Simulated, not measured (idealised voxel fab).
The name of this process module is voxel fin reveal.
Cross-sectional view cut (width: 160 nm; square cell size: 5 nm).
Cross-section format: a grid of square cells, given as bands from top to bottom; each band is one or more rows of cells. For a band, the entry starts with two heights in nm, that of the top and then that of the bottom, and carries on with the band's materials in order from left to right, each alongside its width in nm; the word "all across" beside a single material means it fills the band edge to edge, and "blank" means empty space. Measure heights from 0. That's the level where, below it, the as-received wafer is all one material. The lowest band is bottomless and extends downward; write it as in "z 0 and below". Width: "30->40" (first number = top row, second number = bottom row, same change from row to row of cells). "nothing got changed" for a step: no cell of the cross-section changed in that step. The entry "Closed void inventory" lists the empty spaces that cover at least 8 cells and have no open path to the top. Each is written as width x height at distance, where the distance is measured from the left edge and all three values are in nm. Past the settings on a step's line: simulator remark, on that step. For masked steps, "overlay nm" on the step line gives how far right of plan the mask actually lay; a minus sign means it lay to the left.

[The process steps that were planned are listed below]
1 RECEIVE,material Si
2 CONFORMAL_DEP,material SiN,thk nm 10
3 DIRECTIONAL_DEP,material aC,thk nm 15
4 PATTERN,tone cover,mask id FINS,material resist,width nm 15,pitch nm 40,thk nm 35,overlay nm 0
5 DIRECTIONAL_ETCH,etch materials aC,depth nm 15
6 STRIP,etch materials resist
7 DIRECTIONAL_ETCH,etch materials SiN,depth nm 10
8 DIRECTIONAL_ETCH,etch materials Si,depth nm 30
9 STRIP,etch materials aC
10 FILL_DEP,material SiO2,thk nm 15
11 CMP,height nm 10
12 SELECTIVE_ETCH,etch materials SiO2,depth nm 25
13 STRIP,etch materials SiN
14 CONFORMAL_DEP,material HfO2,thk nm 5

[Wafer, first of two, run as planned]

[Incoming wafer in cross-section (state: after step 1)]
- z 0 and below = Si all across
- Closed void inventory: none

[Presented here is a cross-section of the wafer after step 2 has been performed]
- z 10 to 0 = SiN all across
- Heights below 0 show no change.

[Presented here is a cross-section of the wafer after step 3 has been performed]
- z 25 to 10 = aC all across
- Heights below 10 show no change.

[Presented here is a cross-section of the wafer after step 4 has been performed]
- z 60 to 25 = blank=30  resist=15  blank=25  resist=15  blank=25  resist=15  blank=35
- Heights below 25 show no change.

[Presented here is a cross-section of the wafer after step 5 has been performed]
- z 45 to 25 = blank=30  resist=15  blank=25  resist=15  blank=25  resist=15  blank=35
- z 25 to 10 = blank=30  aC=15  blank=25  aC=15  blank=25  aC=15  blank=35
- Heights below 10 show no change.

[Presented here is a cross-section of the wafer after step 6 has been performed]
- z 25 to 10 = blank=30  aC=15  blank=25  aC=15  blank=25  aC=15  blank=35
- Heights below 10 show no change.

[Presented here is a cross-section of the wafer after step 7 has been performed]
- z 25 to 10 = blank=30  aC=15  blank=25  aC=15  blank=25  aC=15  blank=35
- z 10 to 0 = blank=30  SiN=15  blank=25  SiN=15  blank=25  SiN=15  blank=35
- Heights below 0 show no change.

[Presented here is a cross-section of the wafer after step 8 has been performed]
- z 25 to 10 = blank=30  aC=15  blank=25  aC=15  blank=25  aC=15  blank=35
- z 10 to 0 = blank=30  SiN=15  blank=25  SiN=15  blank=25  SiN=15  blank=35
- z 0 to -30 = blank=30  Si=15  blank=25  Si=15  blank=25  Si=15  blank=35
- Heights below -30 show no change.

[Presented here is a cross-section of the wafer after step 9 has been performed]
- z 10 to 0 = blank=30  SiN=15  blank=25  SiN=15  blank=25  SiN=15  blank=35
- Heights below 0 show no change.

[Presented here is a cross-section of the wafer after step 10 has been performed]
- z 25 to 10 = SiO2 all across
- z 10 to 0 = SiO2=30  SiN=15  SiO2=25  SiN=15  SiO2=25  SiN=15  SiO2=35
- z 0 to -30 = SiO2=30  Si=15  SiO2=25  Si=15  SiO2=25  Si=15  SiO2=35
- Heights below -30 show no change.

[Presented here is a cross-section of the wafer after step 11 has been performed]
- z 10 to 0 = SiO2=30  SiN=15  SiO2=25  SiN=15  SiO2=25  SiN=15  SiO2=35
- Heights below 0 show no change.

[Presented here is a cross-section of the wafer after step 12 has been performed]
- z 10 to 0 = blank=30  SiN=15  blank=25  SiN=15  blank=25  SiN=15  blank=35
- z 0 to -15 = blank=30  Si=15  blank=25  Si=15  blank=25  Si=15  blank=35
- Heights below -15 show no change.

[Presented here is a cross-section of the wafer after step 13 has been performed]
- z 0 to -15 = blank=30  Si=15  blank=25  Si=15  blank=25  Si=15  blank=35
- Heights below -15 show no change.

[Presented here is a cross-section of the wafer after step 14 has been performed]
- z 5 to 0 = blank=25  HfO2=25  blank=15  HfO2=25  blank=15  HfO2=25  blank=30
- z 0 to -10 = blank=25  HfO2=5  Si=15  HfO2=5  blank=15  HfO2=5  Si=15  HfO2=5  blank=15  HfO2=5  Si=15  HfO2=5  blank=30
- z -10 to -15 = HfO2=30  Si=15  HfO2=25  Si=15  HfO2=25  Si=15  HfO2=35
- Heights below -15 show no change.

[Second of two: same start, same plan, one run error; steps up to and including 3 match the first]

[Cross-sectional view of the second wafer at the intended end time of process step 4]
- z 60 to 25 = blank=25  resist=25  blank=15  resist=25  blank=15  resist=25  blank=30
- Heights below 25 show no change.

[Cross-sectional view of the second wafer at the intended end time of process step 5]
- z 45 to 25 = blank=25  resist=25  blank=15  resist=25  blank=15  resist=25  blank=30
- z 25 to 10 = blank=25  aC=25  blank=15  aC=25  blank=15  aC=25  blank=30
- Heights below 10 show no change.

[Cross-sectional view of the second wafer at the intended end time of process step 6]
- z 25 to 10 = blank=25  aC=25  blank=15  aC=25  blank=15  aC=25  blank=30
- Heights below 10 show no change.

[Cross-sectional view of the second wafer at the intended end time of process step 7]
- z 25 to 10 = blank=25  aC=25  blank=15  aC=25  blank=15  aC=25  blank=30
- z 10 to 0 = blank=25  SiN=25  blank=15  SiN=25  blank=15  SiN=25  blank=30
- Heights below 0 show no change.

[Cross-sectional view of the second wafer at the intended end time of process step 8]
- z 25 to 10 = blank=25  aC=25  blank=15  aC=25  blank=15  aC=25  blank=30
- z 10 to 0 = blank=25  SiN=25  blank=15  SiN=25  blank=15  SiN=25  blank=30
- z 0 to -30 = blank=25  Si=25  blank=15  Si=25  blank=15  Si=25  blank=30
- Heights below -30 show no change.

[Cross-sectional view of the second wafer at the intended end time of process step 9]
- z 10 to 0 = blank=25  SiN=25  blank=15  SiN=25  blank=15  SiN=25  blank=30
- Heights below 0 show no change.

[Cross-sectional view of the second wafer at the intended end time of process step 10]
- z 25 to 10 = SiO2 all across
- z 10 to 0 = SiO2=25  SiN=25  SiO2=15  SiN=25  SiO2=15  SiN=25  SiO2=30
- z 0 to -30 = SiO2=25  Si=25  SiO2=15  Si=25  SiO2=15  Si=25  SiO2=30
- Heights below -30 show no change.

[Cross-sectional view of the second wafer at the intended end time of process step 11]
- z 10 to 0 = SiO2=25  SiN=25  SiO2=15  SiN=25  SiO2=15  SiN=25  SiO2=30
- Heights below 0 show no change.

[Cross-sectional view of the second wafer at the intended end time of process step 12]
- z 10 to 0 = blank=25  SiN=25  blank=15  SiN=25  blank=15  SiN=25  blank=30
- z 0 to -15 = blank=25  Si=25  blank=15  Si=25  blank=15  Si=25  blank=30
- Heights below -15 show no change.

[Cross-sectional view of the second wafer at the intended end time of process step 13]
- z 0 to -15 = blank=25  Si=25  blank=15  Si=25  blank=15  Si=25  blank=30
- Heights below -15 show no change.

[Cross-sectional view of the second wafer at the intended end time of process step 14]
- z 5 to 0 = blank=20  HfO2=35  blank=5  HfO2=35  blank=5  HfO2=35  blank=25
- z 0 to -10 = blank=20  HfO2=5  Si=25  HfO2=5  blank=5  HfO2=5  Si=25  HfO2=5  blank=5  HfO2=5  Si=25  HfO2=5  blank=25
- z -10 to -15 = HfO2=25  Si=25  HfO2=15  Si=25  HfO2=15  Si=25  HfO2=30
- Heights below -15 show no change.
Error vs. plan: step 4 was processed under conditions differing from the plan, specifically as PATTERN,tone cover,mask id FINS,material resist,width nm 25,pitch nm 40,thk nm 35,overlay nm 0
It is noted that, at the conclusion of processing, the second wafer exhibits a higher or lower cell count for certain materials relative to the first: Si: 36 more | SiO2: 18 fewer
